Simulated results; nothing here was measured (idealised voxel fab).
Process module name: voxel ribs on slabs
It is cross-section cut that appears here, measuring 290 nm in width, its square cells being 5 nm in size.
Format of a cross-section: grid, square cells. Given as bands. Order: top down. Band: one or more rows of cells.
What a band's entry tells you: where the top is and where the bottom is, as heights in nm, and after that what lies inside, material by material from left to right, each with its width in nm. Empty space is written as the word "blank", and a single material marked with the word "everywhere" occupies the band from edge to edge.
Heights are reckoned from 0. Under this level, the received wafer is all of one material. The bottommost band is open-ended downward, for example "0 and below".
When a width is written as two numbers, as in "30->40", the first number is the width in the top row of cells of the band and the second is the width in its bottom row, and the width changes by the same amount from each row to the next.
Basically "left unchanged" means that step didn't change any cell in the cross-section.
"Sealed internal cavities": sealed empty spaces, 8 cells or more, no open way to top, listed width x height at distance, with distance from the left edge and width, height and distance in nm.
Text after the settings on a step's line: the simulator's own remark on that step.
A step's line can hold "overlay nm"; with a mask on that step, the setting says how far right of the planned place the mask lay, while a negative setting says it lay to the left.
BELOW IS THE LIST OF PLANNED PROCESS STEPS
1. RECEIVE,material Si
2. DIRECTIONAL_DEP,material SiO2,thk nm 25
3. DIRECTIONAL_DEP,material SiN,thk nm 15
4. DIRECTIONAL_DEP,material aC,thk nm 15
5. PATTERN,tone cover,mask id RIB,material resist,width nm 25,thk nm 30,overlay nm 0
6. DIRECTIONAL_ETCH,etch materials aC,depth nm 15
7. STRIP,etch materials resist
8. DIRECTIONAL_ETCH,etch materials SiN,depth nm 10
9. STRIP,etch materials aC
10. DIRECTIONAL_DEP,material aC,thk nm 10
11. PATTERN,tone cover,mask id SLAB,material resist,width nm 85,thk nm 25,overlay nm 0
12. DIRECTIONAL_ETCH,etch materials aC,depth nm 10
13. STRIP,etch materials resist
14. DIRECTIONAL_ETCH,etch materials SiN,depth nm 5
15. STRIP,etch materials aC
16. FILL_DEP,material SiO2,thk nm 15
17. CMP,height nm 50
18. DIRECTIONAL_DEP,material TiN,thk nm 10
19. DIRECTIONAL_DEP,material aC,thk nm 15
20. PATTERN,tone cover,mask id HEATER,material resist,width nm 35,thk nm 30,overlay nm 0
21. DIRECTIONAL_ETCH,etch materials aC,depth nm 15
22. STRIP,etch materials resist
23. DIRECTIONAL_ETCH,etch materials TiN,depth nm 10
24. STRIP,etch materials aC
25. CONFORMAL_DEP,material SiN,thk nm 10
WAFER CROSS-SECTION ON RECEIPT, I.E. AFTER STEP 1
	0 and below: Si everywhere
	Sealed internal cavities: none
FIRST OF TWO WAFERS: CROSS-SECTION AT END OF MODULE, RUN PER PLAN
	70 down to 60: blank (115)  SiN (55)  blank (120)
	60 down to 50: SiN (125)  TiN (35)  SiN (130)
	50 down to 40: SiO2 everywhere
	40 down to 30: SiO2 (130)  SiN (25)  SiO2 (135)
	30 down to 25: SiO2 (100)  SiN (85)  SiO2 (105)
	25 down to 0: SiO2 everywhere
	0 and below: Si everywhere
	Sealed internal cavities: none
WAFER TWO, SECTIONED AFTER THE MODULE: THE FIRST WAFER'S START, THE FIRST WAFER'S PLAN, AND ONE MISTAKE IN HOW IT WAS RUN
	70 down to 60: blank (115)  SiN (55)  blank (120)
	60 down to 50: SiN (125)  TiN (35)  SiN (130)
	50 down to 15: SiO2 everywhere
	15 down to 0: SiN everywhere
	0 and below: Si everywhere
	Sealed internal cavities: none
What went wrong in running the wafer? the processing plan was not followed for steps 2 and 3, which were run with their positions exchanged
It is noted that, at the conclusion of processing, the second wafer exhibits a higher or lower cell count for certain materials relative to the first: SiN +147; SiO2 -147
